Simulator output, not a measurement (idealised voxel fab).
Process module in this document: voxel air gaps
Shown is cross-section cut, with a width of 290 nm and square cells of size 5 nm.
Cross-section spec: square-cell grid; bands listed top down; each band is one or more rows.
Band entry format. Leading values: height of top, height of bottom, nm. Remainder: materials in left-to-right order, each with its width in nm. Special words: "all across" on a single material, which then fills the band edge to edge; "air", empty space.
Height reference: 0 = level under which incoming wafer is all one material. Lowest band: no bottom, runs on downward, e.g. "from 0 down".
When a width is written as two numbers, as in "30->40", the first number is the width in the top row of cells of the band and the second is the width in its bottom row, and the width changes by the same amount from each row to the next.
"everything unchanged" for a step: no cell of the cross-section changed in that step.
Entry "Closed cavities" = empty spaces >= 8 cells with no open way to the top; each as width x height at distance, distance from left edge, all nm.
The remark found on a step's line after its settings is issued by the simulator itself and pertains to that step.
The optional step-line setting "overlay nm" applies to steps with a mask and quantifies how far to the right of its planned location the mask lay, a negative value indicating leftward placement.

-- The planned process steps are enumerated hereunder
1: RECEIVE (material Si)
2: CONFORMAL_DEP (material SiO2; thk nm 15)
3: CONFORMAL_DEP (material SiCN; thk nm 5)
4: DIRECTIONAL_DEP (material SiO2; thk nm 40)
5: DIRECTIONAL_DEP (material aC; thk nm 15)
6: PATTERN (tone open; mask id LINES; material resist; width nm 20; pitch nm 45; thk nm 30; overlay nm 0)
7: DIRECTIONAL_ETCH (etch materials aC; depth nm 15)
8: STRIP (etch materials resist)
9: DIRECTIONAL_ETCH (etch materials SiO2; depth nm 40)
10: STRIP (etch materials aC)
11: CONFORMAL_DEP (material TiN; thk nm 5)
12: FILL_DEP (material W; thk nm 5)
13: CMP (height nm 60)
14: EPI (material Ru; thk nm 10)
15: SELECTIVE_ETCH (etch materials SiO2; depth nm 50)
16: CONFORMAL_DEP (material SiCN; thk nm 5)

-- Received-state cross-section, reflecting completion of step 1
  from 0 down = Si all across
  Closed cavities: none

-- End-of-module XS, first of two wafers, run as planned
  from 75 to 70 = 50 air  185 SiCN  55 air
  from 70 to 60 = 50 air  5 SiCN  40 Ru  5 SiCN  40 Ru  5 SiCN  40 Ru  5 SiCN  40 Ru  5 SiCN  55 air
  from 60 to 55 = 50 air  15 SiCN  5 TiN  10 W  5 TiN  25 SiCN  5 TiN  10 W  5 TiN  25 SiCN  5 TiN  10 W  5 TiN  25 SiCN  5 TiN  10 W  5 TiN  15 SiCN  55 air
  from 55 to 25 = 60 air  5 SiCN  5 TiN  10 W  5 TiN  5 SiCN  15 air  5 SiCN  5 TiN  10 W  5 TiN  5 SiCN  15 air  5 SiCN  5 TiN  10 W  5 TiN  5 SiCN  15 air  5 SiCN  5 TiN  10 W  5 TiN  5 SiCN  65 air
  from 25 to 20 = 65 SiCN  20 TiN  25 SiCN  20 TiN  25 SiCN  20 TiN  25 SiCN  20 TiN  70 SiCN
  from 20 to 15 = SiCN all across
  from 15 to 0 = SiO2 all across
  from 0 down = Si all across
  Closed cavities: 15 x 30 at 90; 15 x 30 at 135; 15 x 30 at 180

-- Cross-sectional image of the second wafer of the two following completion of the module. Starting state and process plan were the same as for the first wafer; one execution error occurred
  from 65 to 55 = SiCN all across
  from 55 to 0 = SiO2 all across
  from 0 down = Si all across
  Closed cavities: none
Finding, execution versus plan: ran 3 and 4 in swapped order versus the plan
Looking at both finished wafers in cells, the second ends up ahead of or behind the first on some materials: -64 Ru | -100 SiCN | +464 SiO2 | -72 TiN | -56 W
closed voids at the end (first wafer, second wafer): 3, 0
